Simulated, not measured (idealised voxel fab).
Process module in this document: voxel self aligned vias
Square cell edge 5 nm, section width 230 nm, ID cut.
Cross-section layout: square cells on a grid; listed as bands, top to bottom; a band spans one or more cell rows. Look at the band entry: it leads with the top's height and the bottom's height in nm. Then it lists the materials left to right, with a width in nm for each. The word "throughout" on a single material says that material fills the band edge to edge. The word "empty" is empty space. Beneath 0, the wafer as received is one material, and that level is where height counting begins. The lowest band goes on downward without a bottom; it is written like "0..down". Width "30->40": first value at the band's top row of cells, second value at its bottom row, equal change from row to row. "changes: none" (step): cross-section cells unchanged, all of them. Enclosed voids (no open way to top), threshold 8 cells or more, entry "Fully enclosed voids", notation width x height at distance, distance from left edge, nm. Post-settings text on a step line: simulator's own remark regarding the step. The setting "overlay nm" may be written on the line of a step. When the step uses a mask, the value reports how far to the right of the planned place the mask lay, and a negative value reports that it lay to the left.

### Process steps foreseen in the plan
- 1: RECEIVE [material Si]
- 2: CONFORMAL_DEP [material SiO2] [thk nm 10]
- 3: CONFORMAL_DEP [material SiCN] [thk nm 5]
- 4: DIRECTIONAL_DEP [material SiO2] [thk nm 25]
- 5: PATTERN [tone open] [mask id LINES] [material resist] [width nm 20] [pitch nm 55] [thk nm 20] [overlay nm 0]
- 6: DIRECTIONAL_ETCH [etch materials SiO2] [depth nm 25]
- 7: STRIP [etch materials resist]
- 8: CONFORMAL_DEP [material TiN] [thk nm 5]
- 9: FILL_DEP [material W] [thk nm 5]
- 10: CMP [height nm 40]
- 11: SELECTIVE_ETCH [etch materials W Ru TiN] [depth nm 10]
- 12: FILL_DEP [material SiN] [thk nm 10]
- 13: CMP [height nm 40]
- 14: DIRECTIONAL_DEP [material SiO2] [thk nm 20]
- 15: DIRECTIONAL_DEP [material aC] [thk nm 15]
- 16: PATTERN [tone open] [mask id VIAS] [material resist] [width nm 40] [pitch nm 55] [thk nm 30] [overlay nm 0]
- 17: DIRECTIONAL_ETCH [etch materials aC] [depth nm 15]
- 18: STRIP [etch materials resist]
- 19: DIRECTIONAL_ETCH [etch materials SiO2] [depth nm 20]
- 20: DIRECTIONAL_ETCH [etch materials SiN] [depth nm 10]
- 21: STRIP [etch materials aC]
- 22: CONFORMAL_DEP [material TiN] [thk nm 5]
- 23: FILL_DEP [material Ru] [thk nm 5]
- 24: CMP [height nm 60]
- 25: CONFORMAL_DEP [material SiCN] [thk nm 5]

### So this is the incoming wafer in cross-section - it's already been through step 1
* 0..down | Si throughout
* Fully enclosed voids: none

### Cross-sectional result after module completion. Note: starting condition and plan are unchanged from above; one processing mistake was made
* 65..60 | SiCN throughout
* 60..45 | SiO2 70 nm | TiN 5 nm | Ru 20 nm | TiN 5 nm | SiO2 25 nm | TiN 5 nm | Ru 20 nm | TiN 5 nm | SiO2 75 nm
* 45..35 | SiO2 70->75 nm | TiN 10->5 nm | Ru 10 nm | TiN 10->5 nm | SiO2 25->35 nm | TiN 10->5 nm | Ru 10 nm | TiN 10->5 nm | SiO2 75->80 nm
* 35..30 | SiO2 75 nm | TiN 20 nm | SiO2 35 nm | TiN 20 nm | SiO2 80 nm
* 30..20 | SiO2 75 nm | TiN 5 nm | W 10 nm | TiN 5 nm | SiO2 35 nm | TiN 5 nm | W 10 nm | TiN 5 nm | SiO2 80 nm
* 20..15 | SiO2 75 nm | TiN 20 nm | SiO2 35 nm | TiN 20 nm | SiO2 80 nm
* 15..10 | SiCN throughout
* 10..0 | SiO2 throughout
* 0..down | Si throughout
* Fully enclosed voids: none
what went wrong: the process deviated at step 16: the operation and settings actually run there were PATTERN [tone open] [mask id VIAS] [material resist] [width nm 30] [pitch nm 55] [thk nm 30] [overlay nm 0]
